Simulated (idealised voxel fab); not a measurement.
Proc. module: voxel released beams
For reference, the cross-section in this document is cut, with width 165 nm and square cells of 5 nm.
A cross-section is a grid of square cells, given in bands from the top down. A band is one or more rows of cells.
Within each band entry, the heights of the top and of the bottom of the band appear first, in that order and in nm; the materials of the band then follow from left to right, each with its corresponding width in nm. The designation "everywhere" on a single material indicates that it fills the band from edge to edge; the designation "air" indicates empty space.
Heights are expressed relative to 0, this being the level below which the as-received wafer comprises one material exclusively. The lowest band is unbounded in the downward direction and is denoted as in "z 0 and below".
Note: "30..40" means the width goes from the first number (top row of the band) to the second number (bottom row) in equal steps per row of cells.
Reading "nothing got changed" for a step: not a cell of the cross-section changed in it.
Closed empty spaces (no open way to the top) of 8 cells or more are what "Enclosed cavity list" lists, each as width x height at distance from the left edge, nm for all three.
Text after the settings on a step's line: the simulator's own remark on that step.
overlay nm: mask offset rightward from planned place, masked step; negative means leftward offset.

## The following list gives the planned process steps
1. RECEIVE [material Si]
2. CONFORMAL_DEP [material SiN] [thk nm 10]
3. DIRECTIONAL_DEP [material SiO2] [thk nm 20]
4. DIRECTIONAL_DEP [material aC] [thk nm 15]
5. PATTERN [tone open] [mask id ANCHOR] [material resist] [width nm 35] [thk nm 30] [overlay nm 0]
6. DIRECTIONAL_ETCH [etch materials aC] [depth nm 15]
7. STRIP [etch materials resist]
8. DIRECTIONAL_ETCH [etch materials SiO2] [depth nm 20]
9. STRIP [etch materials aC]
10. CONFORMAL_DEP [material polySi] [thk nm 15]
11. DIRECTIONAL_DEP [material aC] [thk nm 15]
12. PATTERN [tone cover] [mask id BEAM] [material resist] [width nm 95] [thk nm 35] [overlay nm 0]
13. DIRECTIONAL_ETCH [etch materials aC] [depth nm 15]
14. STRIP [etch materials resist]
15. DIRECTIONAL_ETCH [etch materials polySi] [depth nm 15]
16. STRIP [etch materials aC]
17. STRIP [etch materials SiO2]

## Wafer cross-section on receipt, i.e. after step 1
  z 0 and below: Si everywhere
  Enclosed cavity list: none

## The first of the two wafers as seen in cross-section once the module was finished; processing followed the plan
  z 45 to 30: 30 nm air / 20 nm polySi / 5 nm air / 70 nm polySi / 40 nm air
  z 30 to 25: 35 nm air / 15 nm polySi / 5 nm air / 15 nm polySi / 95 nm air
  z 25 to 10: 35 nm air / 35 nm polySi / 95 nm air
  z 10 to 0: SiN everywhere
  z 0 and below: Si everywhere
  Enclosed cavity list: none

## Same start, same plan as the first wafer - but one mistake in the run. Cross-section of the second of the two at the end of the module
  z 45 to 30: 30 nm air / 95 nm polySi / 40 nm air
  z 30 to 10: 40 nm air / 30 nm polySi / 95 nm air
  z 10 to 0: SiN everywhere
  z 0 and below: Si everywhere
  Enclosed cavity list: none
So what did we get wrong on this run? step 5 was processed under conditions differing from the plan, specifically as PATTERN [tone open] [mask id ANCHOR] [material resist] [width nm 30] [thk nm 30] [overlay nm 0]
Both wafers, final: cells per material equal; arrangement not.
